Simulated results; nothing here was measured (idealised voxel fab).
Process module name: voxel wiring stack
It is cross-section cut that appears here, measuring 255 nm in width, its square cells being 5 nm in size.
Think of the cross-section as a grid of square cells. We describe it in bands, top to bottom, and each band covers one or more rows of those cells. The entry gives the band's vertical extent as a top height and a bottom height in nm, then its horizontal make-up as materials from left to right, each with a width in nm. "blank" stands for empty space; a single material marked "edge to edge" fills the band edge to edge. Height 0 is the level under which the wafer as received is all one material. The lowest band goes on downwards, as in "0..down". Think of "30..40" as a width that walks from the first number to the second as you go down the band, top row to bottom row, taking equal-sized steps from row to row. When a step is marked "remained unchanged", none of the cells in the cross-section changed during that step. Listed in "Encapsulated voids": every empty space of 8 or more cells without an open way to the top. Form: width x height at distance, the distance being from the left edge, all in nm. after a step's settings: what the simulator itself notes on the step. The "overlay nm" setting may appear on a step's line; for a step that uses a mask, it gives how far to the right of its planned position the mask lay, and a negative value indicates the left. Each pair of cross-sections that follows straddles one process step: the one shows the state before the step, the other the state after it, down to the lowest band that changed and no further. The step in question, and its settings, are given under the pair. Note that a pair is not necessarily a continuation of the pair above it, since pairs can come from different runs of this module on the same starting wafer; it is a continuation only where its entry headed "Prior to step" says so.
Prior to step:
    110..95  resist 90 nm, then blank 15 nm, then resist 35 nm, then blank 15 nm, then resist 100 nm
    95..80  SiO2 90 nm, then blank 15 nm, then SiO2 35 nm, then blank 15 nm, then SiO2 100 nm
    80..75  SiCN edge to edge
    75..70  W 70 nm, then TiN 5 nm, then lowk 15 nm, then TiN 5 nm, then W 15 nm, then TiN 5 nm, then lowk 5 nm, then TiN 5 nm, then lowk 15 nm, then TiN 5 nm, then W 15 nm, then TiN 5 nm, then lowk 5 nm, then TiN 5 nm, then W 80 nm
    70..65  TiN 75 nm, then lowk 15 nm, then TiN 5 nm, then W 15 nm, then TiN 5 nm, then lowk 5 nm, then TiN 5 nm, then lowk 15 nm, then TiN 5 nm, then W 15 nm, then TiN 5 nm, then lowk 5 nm, then TiN 85 nm
    65..60  lowk 90 nm, then TiN 5 nm, then W 15 nm, then TiN 5 nm, then lowk 25 nm, then TiN 5 nm, then W 15 nm, then TiN 5 nm, then lowk 90 nm
    60..55  lowk 75 nm, then SiN 15 nm, then TiN 25 nm, then SiN 5 nm, then lowk 5 nm, then SiN 15 nm, then TiN 25 nm, then SiN 5 nm, then lowk 85 nm
    55..50  lowk 75 nm, then SiN 5 nm, then Ru 35 nm, then SiN 5 nm, then lowk 5 nm, then SiN 5 nm, then Ru 35 nm, then SiN 5 nm, then lowk 85 nm
    50..45  SiN 80 nm, then Ru 35 nm, then SiN 15 nm, then Ru 35 nm, then SiN 90 nm
    45..40  lowk 90 nm, then Ru 15 nm, then lowk 35 nm, then Ru 15 nm, then lowk 100 nm
    40..35  SiCN 90 nm, then Ru 15 nm, then SiCN 35 nm, then Ru 15 nm, then SiCN 100 nm
    35..20  lowk 90 nm, then TiN 5 nm, then Cu 15 nm, then TiN 5 nm, then lowk 25 nm, then TiN 5 nm, then Cu 15 nm, then TiN 5 nm, then lowk 90 nm
    20..15  SiCN 90 nm, then TiN 25 nm, then SiCN 25 nm, then TiN 25 nm, then SiCN 90 nm
    15..0  SiO2 edge to edge
    0..down  Si edge to edge
    Encapsulated voids: none
Cut View, Post-Step:
    110..95  resist 90 nm, then blank 15 nm, then resist 35 nm, then blank 15 nm, then resist 100 nm
    95..80  SiO2 90 nm, then blank 15 nm, then SiO2 35 nm, then blank 15 nm, then SiO2 100 nm
    80..75  SiCN 90 nm, then blank 15 nm, then SiCN 35 nm, then blank 15 nm, then SiCN 100 nm
    Below 75, no change.
    Encapsulated voids: none
The process step separating the two cross-sections depicted above is as follows: DIRECTIONAL_ETCH,etch materials SiCN,depth nm 5
Prior to step: refer to the pair immediately above; the cross-section shown after its step is the state before this one.
Cut View, Post-Step:
    95..80  SiO2 90 nm, then blank 15 nm, then SiO2 35 nm, then blank 15 nm, then SiO2 100 nm
    Below 80, no change.
    Encapsulated voids: none
The process step separating the two cross-sections depicted above is as follows: STRIP,etch materials resist
Prior to step: refer to the pair immediately above; the cross-section shown after its step is the state before this one.
Cut View, Post-Step:
    95..85  SiO2 90 nm, then blank 15 nm, then SiO2 35 nm, then blank 15 nm, then SiO2 100 nm
    85..80  SiO2 90 nm, then Ru 15 nm, then SiO2 35 nm, then Ru 15 nm, then SiO2 100 nm
    80..75  SiCN 90 nm, then Ru 15 nm, then SiCN 35 nm, then Ru 15 nm, then SiCN 100 nm
    Below 75, no change.
    Encapsulated voids: none
The process step separating the two cross-sections depicted above is as follows: EPI,material Ru,thk nm 10
Prior to step: refer to the pair immediately above; the cross-section shown after its step is the state before this one.
Cut View, Post-Step:
    95..80  SiO2 90 nm, then Ru 15 nm, then SiO2 35 nm, then Ru 15 nm, then SiO2 100 nm
    Below 80, no change.
    Encapsulated voids: none
The process step separating the two cross-sections depicted above is as follows: EPI,material Ru,thk nm 10
Prior to step: refer to the pair immediately above; the cross-section shown after its step is the state before this one.
Cut View, Post-Step:
    100..95  TiN edge to edge
    Below 95, no change.
    Encapsulated voids: none
The process step separating the two cross-sections depicted above is as follows: DIRECTIONAL_DEP,material TiN,thk nm 5
Prior to step: refer to the pair immediately above; the cross-section shown after its step is the state before this one.
Cut View, Post-Step:
    115..100  W edge to edge
    Below 100, no change.
    Encapsulated voids: none
The process step separating the two cross-sections depicted above is as follows: DIRECTIONAL_DEP,material W,thk nm 15
Prior to step: refer to the pair immediately above; the cross-section shown after its step is the state before this one.
Cut View, Post-Step:
    125..115  aC edge to edge
    Below 115, no change.
    Encapsulated voids: none
The process step separating the two cross-sections depicted above is as follows: DIRECTIONAL_DEP,material aC,thk nm 10
Prior to step: refer to the pair immediately above; the cross-section shown after its step is the state before this one.
Cut View, Post-Step:
    150..125  blank 90 nm, then resist 25 nm, then blank 25 nm, then resist 25 nm, then blank 90 nm
    Below 125, no change.
    Encapsulated voids: none
The process step separating the two cross-sections depicted above is as follows: PATTERN,tone cover,mask id METAL_3,material resist,width nm 25,pitch nm 50,thk nm 25,overlay nm 0
Prior to step: refer to the pair immediately above; the cross-section shown after its step is the state before this one.
Cut View, Post-Step:
    140..125  blank 90 nm, then resist 25 nm, then blank 25 nm, then resist 25 nm, then blank 90 nm
    125..115  blank 90 nm, then aC 25 nm, then blank 25 nm, then aC 25 nm, then blank 90 nm
    Below 115, no change.
    Encapsulated voids: none
The process step separating the two cross-sections depicted above is as follows: DIRECTIONAL_ETCH,etch materials aC,depth nm 10
Prior to step: refer to the pair immediately above; the cross-section shown after its step is the state before this one.
Cut View, Post-Step:
    125..115  blank 90 nm, then aC 25 nm, then blank 25 nm, then aC 25 nm, then blank 90 nm
    Below 115, no change.
    Encapsulated voids: none
The process step separating the two cross-sections depicted above is as follows: STRIP,etch materials resist
Prior to step: refer to the pair immediately above; the cross-section shown after its step is the state before this one.
Cut View, Post-Step:
    125..115  blank 90 nm, then aC 25 nm, then blank 25 nm, then aC 25 nm, then blank 90 nm
    115..100  blank 90 nm, then W 25 nm, then blank 25 nm, then W 25 nm, then blank 90 nm
    Below 100, no change.
    Encapsulated voids: none
The process step separating the two cross-sections depicted above is as follows: DIRECTIONAL_ETCH,etch materials W,depth nm 15
Prior to step: refer to the pair immediately above; the cross-section shown after its step is the state before this one.
Cut View, Post-Step:
    125..115  blank 90 nm, then aC 25 nm, then blank 25 nm, then aC 25 nm, then blank 90 nm
    115..100  blank 90 nm, then W 25 nm, then blank 25 nm, then W 25 nm, then blank 90 nm
    100..95  blank 90 nm, then TiN 25 nm, then blank 25 nm, then TiN 25 nm, then blank 90 nm
    Below 95, no change.
    Encapsulated voids: none
The process step separating the two cross-sections depicted above is as follows: DIRECTIONAL_ETCH,etch materials TiN,depth nm 5
Prior to step: refer to the pair immediately above; the cross-section shown after its step is the state before this one.
Cut View, Post-Step:
    115..100  blank 90 nm, then W 25 nm, then blank 25 nm, then W 25 nm, then blank 90 nm
    Below 100, no change.
    Encapsulated voids: none
The process step separating the two cross-sections depicted above is as follows: STRIP,etch materials aC
Prior to step: refer to the pair immediately above; the cross-section shown after its step is the state before this one.
Cut View, Post-Step:
    120..115  blank 85 nm, then SiCN 35 nm, then blank 15 nm, then SiCN 35 nm, then blank 85 nm
    115..100  blank 85 nm, then SiCN 5 nm, then W 25 nm, then SiCN 5 nm, then blank 15 nm, then SiCN 5 nm, then W 25 nm, then SiCN 5 nm, then blank 85 nm
    100..95  SiCN 90 nm, then TiN 25 nm, then SiCN 25 nm, then TiN 25 nm, then SiCN 90 nm
    Below 95, no change.
    Encapsulated voids: none
The process step separating the two cross-sections depicted above is as follows: CONFORMAL_DEP,material SiCN,thk nm 5
Prior to step: refer to the pair immediately above; the cross-section shown after its step is the state before this one.
Cut View, Post-Step:
    130..120  SiO2 edge to edge
    120..115  SiO2 85 nm, then SiCN 35 nm, then SiO2 15 nm, then SiCN 35 nm, then SiO2 85 nm
    115..100  SiO2 85 nm, then SiCN 5 nm, then W 25 nm, then SiCN 5 nm, then SiO2 15 nm, then SiCN 5 nm, then W 25 nm, then SiCN 5 nm, then SiO2 85 nm
    Below 100, no change.
    Encapsulated voids: none
The process step separating the two cross-sections depicted above is as follows: FILL_DEP,material SiO2,thk nm 10
Prior to step: refer to the pair immediately above; the cross-section shown after its step is the state before this one.
Cut View, Post-Step:
    115..100  SiO2 85 nm, then SiCN 5 nm, then W 25 nm, then SiCN 5 nm, then SiO2 15 nm, then SiCN 5 nm, then W 25 nm, then SiCN 5 nm, then SiO2 85 nm
    Below 100, no change.
    Encapsulated voids: none
The process step separating the two cross-sections depicted above is as follows: CMP,height nm 115
Prior to step: refer to the pair immediately above; the cross-section shown after its step is the state before this one.
Cut View, Post-Step:
    120..115  SiCN edge to edge
    Below 115, no change.
    Encapsulated voids: none
The process step separating the two cross-sections depicted above is as follows: CONFORMAL_DEP,material SiCN,thk nm 5
Prior to step:
    75..60  lowk edge to edge
    60..55  SiN edge to edge
    55..40  lowk 90 nm, then Ru 15 nm, then lowk 35 nm, then Ru 15 nm, then lowk 100 nm
    40..35  SiCN 90 nm, then Ru 15 nm, then SiCN 35 nm, then Ru 15 nm, then SiCN 100 nm
    35..20  lowk 90 nm, then TiN 5 nm, then Cu 15 nm, then TiN 5 nm, then lowk 25 nm, then TiN 5 nm, then Cu 15 nm, then TiN 5 nm, then lowk 90 nm
    20..15  SiCN 90 nm, then TiN 25 nm, then SiCN 25 nm, then TiN 25 nm, then SiCN 90 nm
    15..0  SiO2 edge to edge
    0..down  Si edge to edge
    Encapsulated voids: none
Cut View, Post-Step:
    75..60  lowk 85 nm, then blank 35 nm, then lowk 15 nm, then blank 35 nm, then lowk 85 nm
    Below 60, no change.
    Encapsulated voids: none
The process step separating the two cross-sections depicted above is as follows: MASKED_ETCH,tone open,mask id METAL_2,width nm 35,pitch nm 50,etch materials lowk,depth nm 15,overlay nm 0
Prior to step: refer to the pair immediately above; the cross-section shown after its step is the state before this one.
Cut View, Post-Step:
    75..60  lowk 85 nm, then blank 35 nm, then lowk 15 nm, then blank 35 nm, then lowk 85 nm
    60..55  SiN 90 nm, then blank 25 nm, then SiN 25 nm, then blank 25 nm, then SiN 90 nm
    Below 55, no change.
    Encapsulated voids: none
The process step separating the two cross-sections depicted above is as follows: MASKED_ETCH,tone open,mask id METAL_2,width nm 25,pitch nm 50,etch materials SiN,depth nm 5,overlay nm 0
Prior to step: refer to the pair immediately above; the cross-section shown after its step is the state before this one.
Cut View, Post-Step:
    80..75  TiN 90 nm, then blank 25 nm, then TiN 25 nm, then blank 25 nm, then TiN 90 nm
    75..65  lowk 85 nm, then TiN 5 nm, then blank 25 nm, then TiN 5 nm, then lowk 15 nm, then TiN 5 nm, then blank 25 nm, then TiN 5 nm, then lowk 85 nm
    65..60  lowk 85 nm, then TiN 10 nm, then blank 15 nm, then TiN 10 nm, then lowk 15 nm, then TiN 10 nm, then blank 15 nm, then TiN 10 nm, then lowk 85 nm
    60..55  SiN 90 nm, then TiN 25 nm, then SiN 25 nm, then TiN 25 nm, then SiN 90 nm
    Below 55, no change.
    Encapsulated voids: none
The process step separating the two cross-sections depicted above is as follows: CONFORMAL_DEP,material TiN,thk nm 5
Prior to step: refer to the pair immediately above; the cross-section shown after its step is the state before this one.
Cut View, Post-Step:
    85..80  W edge to edge
    80..75  TiN 90 nm, then W 25 nm, then TiN 25 nm, then W 25 nm, then TiN 90 nm
    75..65  lowk 85 nm, then TiN 5 nm, then W 25 nm, then TiN 5 nm, then lowk 15 nm, then TiN 5 nm, then W 25 nm, then TiN 5 nm, then lowk 85 nm
    65..60  lowk 85 nm, then TiN 10 nm, then W 15 nm, then TiN 10 nm, then lowk 15 nm, then TiN 10 nm, then W 15 nm, then TiN 10 nm, then lowk 85 nm
    Below 60, no change.
    Encapsulated voids: none
The process step separating the two cross-sections depicted above is as follows: FILL_DEP,material W,thk nm 5
Prior to step: refer to the pair immediately above; the cross-section shown after its step is the state before this one.
Cut View, Post-Step:
    75..65  lowk 85 nm, then TiN 5 nm, then W 25 nm, then TiN 5 nm, then lowk 15 nm, then TiN 5 nm, then W 25 nm, then TiN 5 nm, then lowk 85 nm
    Below 65, no change.
    Encapsulated voids: none
The process step separating the two cross-sections depicted above is as follows: CMP,height nm 75
Prior to step: refer to the pair immediately above; the cross-section shown after its step is the state before this one.
Cut View, Post-Step:
    80..75  SiCN edge to edge
    Below 75, no change.
    Encapsulated voids: none
The process step separating the two cross-sections depicted above is as follows: CONFORMAL_DEP,material SiCN,thk nm 5
Prior to step: refer to the pair immediately above; the cross-section shown after its step is the state before this one.
Cut View, Post-Step:
    95..80  SiO2 edge to edge
    Below 80, no change.
    Encapsulated voids: none
The process step separating the two cross-sections depicted above is as follows: DIRECTIONAL_DEP,material SiO2,thk nm 15
Prior to step: refer to the pair immediately above; the cross-section shown after its step is the state before this one.
Cut View, Post-Step:
    110..95  resist 90 nm, then blank 15 nm, then resist 35 nm, then blank 15 nm, then resist 100 nm
    Below 95, no change.
    Encapsulated voids: none
The process step separating the two cross-sections depicted above is as follows: PATTERN,tone open,mask id PLUG_2,material resist,width nm 15,pitch nm 50,thk nm 15,overlay nm 0
Prior to step: refer to the pair immediately above; the cross-section shown after its step is the state before this one.
Cut View, Post-Step:
    110..95  resist 90 nm, then blank 15 nm, then resist 35 nm, then blank 15 nm, then resist 100 nm
    95..80  SiO2 90 nm, then blank 15 nm, then SiO2 35 nm, then blank 15 nm, then SiO2 100 nm
    Below 80, no change.
    Encapsulated voids: none
The process step separating the two cross-sections depicted above is as follows: DIRECTIONAL_ETCH,etch materials SiO2,depth nm 15
Prior to step: refer to the pair immediately above; the cross-section shown after its step is the state before this one.
Cut View, Post-Step:
    110..95  resist 90 nm, then blank 15 nm, then resist 35 nm, then blank 15 nm, then resist 100 nm
    95..80  SiO2 90 nm, then blank 15 nm, then SiO2 35 nm, then blank 15 nm, then SiO2 100 nm
    80..75  SiCN 90 nm, then blank 15 nm, then SiCN 35 nm, then blank 15 nm, then SiCN 100 nm
    Below 75, no change.
    Encapsulated voids: none
The process step separating the two cross-sections depicted above is as follows: DIRECTIONAL_ETCH,etch materials SiCN,depth nm 5
Prior to step: refer to the pair immediately above; the cross-section shown after its step is the state before this one.
Cut View, Post-Step:
    95..80  SiO2 90 nm, then blank 15 nm, then SiO2 35 nm, then blank 15 nm, then SiO2 100 nm
    Below 80, no change.
    Encapsulated voids: none
The process step separating the two cross-sections depicted above is as follows: STRIP,etch materials resist
Prior to step: refer to the pair immediately above; the cross-section shown after its step is the state before this one.
Cut View, Post-Step:
    95..85  SiO2 90 nm, then blank 15 nm, then SiO2 35 nm, then blank 15 nm, then SiO2 100 nm
    85..80  SiO2 90 nm, then Ru 15 nm, then SiO2 35 nm, then Ru 15 nm, then SiO2 100 nm
    80..75  SiCN 90 nm, then Ru 15 nm, then SiCN 35 nm, then Ru 15 nm, then SiCN 100 nm
    Below 75, no change.
    Encapsulated voids: none
The process step separating the two cross-sections depicted above is as follows: EPI,material Ru,thk nm 10
Prior to step: refer to the pair immediately above; the cross-section shown after its step is the state before this one.
Cut View, Post-Step:
    95..80  SiO2 90 nm, then Ru 15 nm, then SiO2 35 nm, then Ru 15 nm, then SiO2 100 nm
    Below 80, no change.
    Encapsulated voids: none
The process step separating the two cross-sections depicted above is as follows: EPI,material Ru,thk nm 10
Prior to step: refer to the pair immediately above; the cross-section shown after its step is the state before this one.
Cut View, Post-Step:
    100..95  TiN edge to edge
    Below 95, no change.
    Encapsulated voids: none
The process step separating the two cross-sections depicted above is as follows: DIRECTIONAL_DEP,material TiN,thk nm 5
Prior to step: refer to the pair immediately above; the cross-section shown after its step is the state before this one.
Cut View, Post-Step:
    115..100  W edge to edge
    Below 100, no change.
    Encapsulated voids: none
The process step separating the two cross-sections depicted above is as follows: DIRECTIONAL_DEP,material W,thk nm 15
Prior to step: refer to the pair immediately above; the cross-section shown after its step is the state before this one.
Cut View, Post-Step:
    125..115  aC edge to edge
    Below 115, no change.
    Encapsulated voids: none
The process step separating the two cross-sections depicted above is as follows: DIRECTIONAL_DEP,material aC,thk nm 10
Prior to step: refer to the pair immediately above; the cross-section shown after its step is the state before this one.
Cut View, Post-Step:
    150..125  blank 90 nm, then resist 25 nm, then blank 25 nm, then resist 25 nm, then blank 90 nm
    Below 125, no change.
    Encapsulated voids: none
The process step separating the two cross-sections depicted above is as follows: PATTERN,tone cover,mask id METAL_3,material resist,width nm 25,pitch nm 50,thk nm 25,overlay nm 0
Prior to step: refer to the pair immediately above; the cross-section shown after its step is the state before this one.
Cut View, Post-Step:
    140..125  blank 90 nm, then resist 25 nm, then blank 25 nm, then resist 25 nm, then blank 90 nm
    125..115  blank 90 nm, then aC 25 nm, then blank 25 nm, then aC 25 nm, then blank 90 nm
    Below 115, no change.
    Encapsulated voids: none
The process step separating the two cross-sections depicted above is as follows: DIRECTIONAL_ETCH,etch materials aC,depth nm 10
Prior to step: refer to the pair immediately above; the cross-section shown after its step is the state before this one.
Cut View, Post-Step:
    125..115  blank 90 nm, then aC 25 nm, then blank 25 nm, then aC 25 nm, then blank 90 nm
    Below 115, no change.
    Encapsulated voids: none
The process step separating the two cross-sections depicted above is as follows: STRIP,etch materials resist
Prior to step: refer to the pair immediately above; the cross-section shown after its step is the state before this one.
Cut View, Post-Step:
    125..115  blank 90 nm, then aC 25 nm, then blank 25 nm, then aC 25 nm, then blank 90 nm
    115..100  blank 90 nm, then W 25 nm, then blank 25 nm, then W 25 nm, then blank 90 nm
    Below 100, no change.
    Encapsulated voids: none
The process step separating the two cross-sections depicted above is as follows: DIRECTIONAL_ETCH,etch materials W,depth nm 15
Prior to step: refer to the pair immediately above; the cross-section shown after its step is the state before this one.
Cut View, Post-Step:
    125..115  blank 90 nm, then aC 25 nm, then blank 25 nm, then aC 25 nm, then blank 90 nm
    115..100  blank 90 nm, then W 25 nm, then blank 25 nm, then W 25 nm, then blank 90 nm
    100..95  blank 90 nm, then TiN 25 nm, then blank 25 nm, then TiN 25 nm, then blank 90 nm
    Below 95, no change.
    Encapsulated voids: none
The process step separating the two cross-sections depicted above is as follows: DIRECTIONAL_ETCH,etch materials TiN,depth nm 5
Prior to step: refer to the pair immediately above; the cross-section shown after its step is the state before this one.
Cut View, Post-Step:
    115..100  blank 90 nm, then W 25 nm, then blank 25 nm, then W 25 nm, then blank 90 nm
    Below 100, no change.
    Encapsulated voids: none
The process step separating the two cross-sections depicted above is as follows: STRIP,etch materials aC
Prior to step: refer to the pair immediately above; the cross-section shown after its step is the state before this one.
Cut View, Post-Step:
    120..115  blank 85 nm, then SiCN 35 nm, then blank 15 nm, then SiCN 35 nm, then blank 85 nm
    115..100  blank 85 nm, then SiCN 5 nm, then W 25 nm, then SiCN 5 nm, then blank 15 nm, then SiCN 5 nm, then W 25 nm, then SiCN 5 nm, then blank 85 nm
    100..95  SiCN 90 nm, then TiN 25 nm, then SiCN 25 nm, then TiN 25 nm, then SiCN 90 nm
    Below 95, no change.
    Encapsulated voids: none
The process step separating the two cross-sections depicted above is as follows: CONFORMAL_DEP,material SiCN,thk nm 5
Prior to step: refer to the pair immediately above; the cross-section shown after its step is the state before this one.
Cut View, Post-Step:
    130..120  SiO2 edge to edge
    120..115  SiO2 85 nm, then SiCN 35 nm, then SiO2 15 nm, then SiCN 35 nm, then SiO2 85 nm
    115..100  SiO2 85 nm, then SiCN 5 nm, then W 25 nm, then SiCN 5 nm, then SiO2 15 nm, then SiCN 5 nm, then W 25 nm, then SiCN 5 nm, then SiO2 85 nm
    Below 100, no change.
    Encapsulated voids: none
The process step separating the two cross-sections depicted above is as follows: FILL_DEP,material SiO2,thk nm 10
Prior to step: refer to the pair immediately above; the cross-section shown after its step is the state before this one.
Cut View, Post-Step:
    115..100  SiO2 85 nm, then SiCN 5 nm, then W 25 nm, then SiCN 5 nm, then SiO2 15 nm, then SiCN 5 nm, then W 25 nm, then SiCN 5 nm, then SiO2 85 nm
    Below 100, no change.
    Encapsulated voids: none
The process step separating the two cross-sections depicted above is as follows: CMP,height nm 115
Prior to step: refer to the pair immediately above; the cross-section shown after its step is the state before this one.
Cut View, Post-Step:
    120..115  SiCN edge to edge
    Below 115, no change.
    Encapsulated voids: none
The process step separating the two cross-sections depicted above is as follows: CONFORMAL_DEP,material SiCN,thk nm 5
Prior to step:
    70..55  aC edge to edge
    55..40  lowk edge to edge
    40..35  SiCN edge to edge
    35..20  lowk 90 nm, then TiN 5 nm, then Cu 15 nm, then TiN 5 nm, then lowk 25 nm, then TiN 5 nm, then Cu 15 nm, then TiN 5 nm, then lowk 90 nm
    20..15  SiCN 90 nm, then TiN 25 nm, then SiCN 25 nm, then TiN 25 nm, then SiCN 90 nm
    15..0  SiO2 edge to edge
    0..down  Si edge to edge
    Encapsulated voids: none
Cut View, Post-Step:
    105..70  resist 100 nm, then blank 15 nm, then resist 35 nm, then blank 15 nm, then resist 90 nm
    Below 70, no change.
    Encapsulated voids: none
The process step separating the two cross-sections depicted above is as follows: PATTERN,tone open,mask id PLUG_1,material resist,width nm 15,pitch nm 50,thk nm 35,overlay nm 10
Prior to step: refer to the pair immediately above; the cross-section shown after its step is the state before this one.
Cut View, Post-Step:
    90..70  resist 100 nm, then blank 15 nm, then resist 35 nm, then blank 15 nm, then resist 90 nm
    70..55  aC 100 nm, then blank 15 nm, then aC 35 nm, then blank 15 nm, then aC 90 nm
    Below 55, no change.
    Encapsulated voids: none
The process step separating the two cross-sections depicted above is as follows: DIRECTIONAL_ETCH,etch materials aC,depth nm 15
Prior to step: refer to the pair immediately above; the cross-section shown after its step is the state before this one.
Cut View, Post-Step:
    70..55  aC 100 nm, then blank 15 nm, then aC 35 nm, then blank 15 nm, then aC 90 nm
    Below 55, no change.
    Encapsulated voids: none
The process step separating the two cross-sections depicted above is as follows: STRIP,etch materials resist
Prior to step: refer to the pair immediately above; the cross-section shown after its step is the state before this one.
Cut View, Post-Step:
    70..55  aC 100 nm, then blank 15 nm, then aC 35 nm, then blank 15 nm, then aC 90 nm
    55..40  lowk 100 nm, then blank 15 nm, then lowk 35 nm, then blank 15 nm, then lowk 90 nm
    Below 40, no change.
    Encapsulated voids: none
The process step separating the two cross-sections depicted above is as follows: DIRECTIONAL_ETCH,etch materials lowk,depth nm 15
Prior to step: refer to the pair immediately above; the cross-section shown after its step is the state before this one.
Cut View, Post-Step:
    70..55  aC 100 nm, then blank 15 nm, then aC 35 nm, then blank 15 nm, then aC 90 nm
    55..40  lowk 100 nm, then blank 15 nm, then lowk 35 nm, then blank 15 nm, then lowk 90 nm
    40..35  SiCN 100 nm, then blank 15 nm, then SiCN 35 nm, then blank 15 nm, then SiCN 90 nm
    Below 35, no change.
    Encapsulated voids: none
The process step separating the two cross-sections depicted above is as follows: DIRECTIONAL_ETCH,etch materials SiCN,depth nm 5
Prior to step: refer to the pair immediately above; the cross-section shown after its step is the state before this one.
Cut View, Post-Step:
    55..40  lowk 100 nm, then blank 15 nm, then lowk 35 nm, then blank 15 nm, then lowk 90 nm
    Below 40, no change.
    Encapsulated voids: none
The process step separating the two cross-sections depicted above is as follows: STRIP,etch materials aC
Prior to step: refer to the pair immediately above; the cross-section shown after its step is the state before this one.
Cut View, Post-Step:
    55..45  lowk 100 nm, then blank 15 nm, then lowk 35 nm, then blank 15 nm, then lowk 90 nm
    45..40  lowk 100 nm, then Ru 15 nm, then lowk 35 nm, then Ru 15 nm, then lowk 90 nm
    40..35  SiCN 100 nm, then Ru 15 nm, then SiCN 35 nm, then Ru 15 nm, then SiCN 90 nm
    Below 35, no change.
    Encapsulated voids: none
The process step separating the two cross-sections depicted above is as follows: EPI,material Ru,thk nm 10
Prior to step: refer to the pair immediately above; the cross-section shown after its step is the state before this one.
Cut View, Post-Step:
    55..40  lowk 100 nm, then Ru 15 nm, then lowk 35 nm, then Ru 15 nm, then lowk 90 nm
    Below 40, no change.
    Encapsulated voids: none
The process step separating the two cross-sections depicted above is as follows: EPI,material Ru,thk nm 10
Prior to step: refer to the pair immediately above; the cross-section shown after its step is the state before this one.
Cut View, Post-Step:
    60..55  SiN edge to edge
    Below 55, no change.
    Encapsulated voids: none
The process step separating the two cross-sections depicted above is as follows: CONFORMAL_DEP,material SiN,thk nm 5
Prior to step: refer to the pair immediately above; the cross-section shown after its step is the state before this one.
Cut View, Post-Step:
    75..60  lowk edge to edge
    Below 60, no change.
    Encapsulated voids: none
The process step separating the two cross-sections depicted above is as follows: DIRECTIONAL_DEP,material lowk,thk nm 15
Prior to step: refer to the pair immediately above; the cross-section shown after its step is the state before this one.
Cut View, Post-Step:
    75..60  lowk 90 nm, then blank 25 nm, then lowk 25 nm, then blank 25 nm, then lowk 90 nm
    Below 60, no change.
    Encapsulated voids: none
The process step separating the two cross-sections depicted above is as follows: MASKED_ETCH,tone open,mask id METAL_2,width nm 25,pitch nm 50,etch materials lowk,depth nm 15,overlay nm 0
Prior to step: refer to the pair immediately above; the cross-section shown after its step is the state before this one.
Cut View, Post-Step:
    75..60  lowk 90 nm, then blank 25 nm, then lowk 25 nm, then blank 25 nm, then lowk 90 nm
    60..55  SiN 90 nm, then blank 25 nm, then SiN 25 nm, then blank 25 nm, then SiN 90 nm
    Below 55, no change.
    Encapsulated voids: none
The process step separating the two cross-sections depicted above is as follows: MASKED_ETCH,tone open,mask id METAL_2,width nm 25,pitch nm 50,etch materials SiN,depth nm 5,overlay nm 0
Prior to step: refer to the pair immediately above; the cross-section shown after its step is the state before this one.
Cut View, Post-Step:
    80..75  TiN 95 nm, then blank 15 nm, then TiN 35 nm, then blank 15 nm, then TiN 95 nm
    75..60  lowk 90 nm, then TiN 5 nm, then blank 15 nm, then TiN 5 nm, then lowk 25 nm, then TiN 5 nm, then blank 15 nm, then TiN 5 nm, then lowk 90 nm
    60..55  SiN 90 nm, then TiN 25 nm, then SiN 25 nm, then TiN 25 nm, then SiN 90 nm
    Below 55, no change.
    Encapsulated voids: none
The process step separating the two cross-sections depicted above is as follows: CONFORMAL_DEP,material TiN,thk nm 5
Prior to step: refer to the pair immediately above; the cross-section shown after its step is the state before this one.
Cut View, Post-Step:
    85..80  W edge to edge
    80..75  TiN 95 nm, then W 15 nm, then TiN 35 nm, then W 15 nm, then TiN 95 nm
    75..60  lowk 90 nm, then TiN 5 nm, then W 15 nm, then TiN 5 nm, then lowk 25 nm, then TiN 5 nm, then W 15 nm, then TiN 5 nm, then lowk 90 nm
    Below 60, no change.
    Encapsulated voids: none
The process step separating the two cross-sections depicted above is as follows: FILL_DEP,material W,thk nm 5
Prior to step: refer to the pair immediately above; the cross-section shown after its step is the state before this one.
Cut View, Post-Step:
    75..60  lowk 90 nm, then TiN 5 nm, then W 15 nm, then TiN 5 nm, then lowk 25 nm, then TiN 5 nm, then W 15 nm, then TiN 5 nm, then lowk 90 nm
    Below 60, no change.
    Encapsulated voids: none
The process step separating the two cross-sections depicted above is as follows: CMP,height nm 75
Prior to step: refer to the pair immediately above; the cross-section shown after its step is the state before this one.
Cut View, Post-Step:
    80..75  SiCN edge to edge
    Below 75, no change.
    Encapsulated voids: none
The process step separating the two cross-sections depicted above is as follows: CONFORMAL_DEP,material SiCN,thk nm 5
Prior to step: refer to the pair immediately above; the cross-section shown after its step is the state before this one.
Cut View, Post-Step:
    95..80  SiO2 edge to edge
    Below 80, no change.
    Encapsulated voids: none
The process step separating the two cross-sections depicted above is as follows: DIRECTIONAL_DEP,material SiO2,thk nm 15
Prior to step: refer to the pair immediately above; the cross-section shown after its step is the state before this one.
Cut View, Post-Step:
    110..95  resist 90 nm, then blank 15 nm, then resist 35 nm, then blank 15 nm, then resist 100 nm
    Below 95, no change.
    Encapsulated voids: none
The process step separating the two cross-sections depicted above is as follows: PATTERN,tone open,mask id PLUG_2,material resist,width nm 15,pitch nm 50,thk nm 15,overlay nm 0
Prior to step: refer to the pair immediately above; the cross-section shown after its step is the state before this one.
Cut View, Post-Step:
    110..95  resist 90 nm, then blank 15 nm, then resist 35 nm, then blank 15 nm, then resist 100 nm
    95..80  SiO2 90 nm, then blank 15 nm, then SiO2 35 nm, then blank 15 nm, then SiO2 100 nm
    Below 80, no change.
    Encapsulated voids: none
The process step separating the two cross-sections depicted above is as follows: DIRECTIONAL_ETCH,etch materials SiO2,depth nm 15
Prior to step: refer to the pair immediately above; the cross-section shown after its step is the state before this one.
Cut View, Post-Step:
    110..95  resist 90 nm, then blank 15 nm, then resist 35 nm, then blank 15 nm, then resist 100 nm
    95..80  SiO2 90 nm, then blank 15 nm, then SiO2 35 nm, then blank 15 nm, then SiO2 100 nm
    80..75  SiCN 90 nm, then blank 15 nm, then SiCN 35 nm, then blank 15 nm, then SiCN 100 nm
    Below 75, no change.
    Encapsulated voids: none
The process step separating the two cross-sections depicted above is as follows: DIRECTIONAL_ETCH,etch materials SiCN,depth nm 5
Prior to step: refer to the pair immediately above; the cross-section shown after its step is the state before this one.
Cut View, Post-Step:
    95..80  SiO2 90 nm, then blank 15 nm, then SiO2 35 nm, then blank 15 nm, then SiO2 100 nm
    Below 80, no change.
    Encapsulated voids: none
The process step separating the two cross-sections depicted above is as follows: STRIP,etch materials resist
